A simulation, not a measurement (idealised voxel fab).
process module | voxel wiring stack
cross-section cut | 240 nm wide | cells 5 nm
A cross-section is a grid of square cells, given in bands from the top down. A band is one or more rows of cells.
Each band's line starts with the height of the band's top and of its bottom, in nm. Then come its materials from left to right, each with its width in nm. One material with "throughout" fills the band from edge to edge. "air" is empty space.
Height 0 is the level under which the wafer as received is all one material. The lowest band goes on downwards, as in "0 down".
A width such as "30 to 40" changes by the same amount from each row of cells to the next, from the band's top row to its bottom row.
"no change" after a step means that no cell of the cross-section changed.
closed voids: empty space of 8 cells or more with no open way to the top, each as width x height at its distance from the left edge, in nm
after a step's settings: what the simulator itself notes on the step
overlay nm, on a step with a mask: how far to the right of its planned place the mask lay; to the left if negative
plan
1 op RECEIVE | material Si
2 op CONFORMAL_DEP | material SiO2 | thk nm 10
3 op DIRECTIONAL_DEP | material TiN | thk nm 5
4 op DIRECTIONAL_DEP | material Ru | thk nm 20
5 op MASKED_ETCH | tone cover | mask id METAL_1 | width nm 20 | pitch nm 40 | etch materials Ru | depth nm 20 | overlay nm 0
6 op MASKED_ETCH | tone cover | mask id METAL_1 | width nm 20 | pitch nm 40 | etch materials TiN | depth nm 5 | overlay nm 0
7 op FILL_DEP | material SiO2 | thk nm 5
8 op CMP | height nm 35
9 op CONFORMAL_DEP | material SiCN | thk nm 5
10 op DIRECTIONAL_DEP | material lowk | thk nm 10
11 op MASKED_ETCH | tone open | mask id PLUG_1 | width nm 15 | pitch nm 80 | etch materials lowk | depth nm 10 | overlay nm 0
12 op MASKED_ETCH | tone open | mask id PLUG_1 | width nm 15 | pitch nm 80 | etch materials SiCN | depth nm 5 | overlay nm 0
13 op CONFORMAL_DEP | material TiN | thk nm 5
14 op FILL_DEP | material Ru | thk nm 10
15 op CMP | height nm 50
16 op DIRECTIONAL_DEP | material TiN | thk nm 5
17 op DIRECTIONAL_DEP | material Ru | thk nm 20
18 op PATTERN | tone cover | mask id METAL_2 | material resist | width nm 20 | pitch nm 40 | thk nm 20 | overlay nm 0
19 op DIRECTIONAL_ETCH | etch materials Ru | depth nm 20
20 op DIRECTIONAL_ETCH | etch materials TiN | depth nm 5
21 op STRIP | etch materials resist
22 op CONFORMAL_DEP | material SiCN | thk nm 5
23 op FILL_DEP | material lowk | thk nm 5
24 op CMP | height nm 75
25 op CONFORMAL_DEP | material SiCN | thk nm 5
as received, after step 1
  0 down: Si throughout
  closed voids: none
first wafer at the end, as planned
  80 to 75: SiCN throughout
  75 to 55: lowk 65 | SiCN 5 | Ru 20 | SiCN 5 | lowk 10 | SiCN 5 | Ru 20 | SiCN 5 | lowk 10 | SiCN 5 | Ru 20 | SiCN 5 | lowk 65
  55 to 50: SiCN 70 | TiN 20 | SiCN 20 | TiN 20 | SiCN 20 | TiN 20 | SiCN 70
  50 to 40: lowk 70 | TiN 5 | Ru 5 | TiN 5 | lowk 65 | TiN 5 | Ru 5 | TiN 5 | lowk 75
  40 to 35: SiCN 70 | TiN 15 | SiCN 65 | TiN 15 | SiCN 75
  35 to 15: SiO2 70 | Ru 20 | SiO2 20 | Ru 20 | SiO2 20 | Ru 20 | SiO2 70
  15 to 10: SiO2 70 | TiN 20 | SiO2 20 | TiN 20 | SiO2 20 | TiN 20 | SiO2 70
  10 to 0: SiO2 throughout
  0 down: Si throughout
  closed voids: none
second wafer at the end: like start, like plan, one mistake
  80 to 75: SiCN throughout
  75 to 55: lowk 65 | SiCN 5 | Ru 20 | SiCN 5 | lowk 10 | SiCN 5 | Ru 20 | SiCN 5 | lowk 10 | SiCN 5 | Ru 20 | SiCN 5 | lowk 65
  55 to 50: SiCN 70 | TiN 20 | SiCN 20 | TiN 20 | SiCN 20 | TiN 20 | SiCN 70
  50 to 40: lowk 70 | TiN 5 | Ru 5 | TiN 5 | lowk 65 | TiN 5 | Ru 5 | TiN 5 | lowk 75
  40 to 35: SiCN 70 | TiN 15 | SiCN 65 | TiN 15 | SiCN 75
  35 to 15: SiO2 70 | Ru 25 | SiO2 15 | Ru 25 | SiO2 15 | Ru 25 | SiO2 65
  15 to 10: SiO2 70 | TiN 25 | SiO2 15 | TiN 25 | SiO2 15 | TiN 25 | SiO2 65
  10 to 0: SiO2 throughout
  0 down: Si throughout
  closed voids: none
what went wrong: step 5 ran as: op MASKED_ETCH | tone cover | mask id METAL_1 | width nm 25 | pitch nm 40 | etch materials Ru | depth nm 20 | overlay nm 0
at the end the second wafer has, in cells: 12 more of Ru | 15 fewer of SiO2 | 3 more of TiN
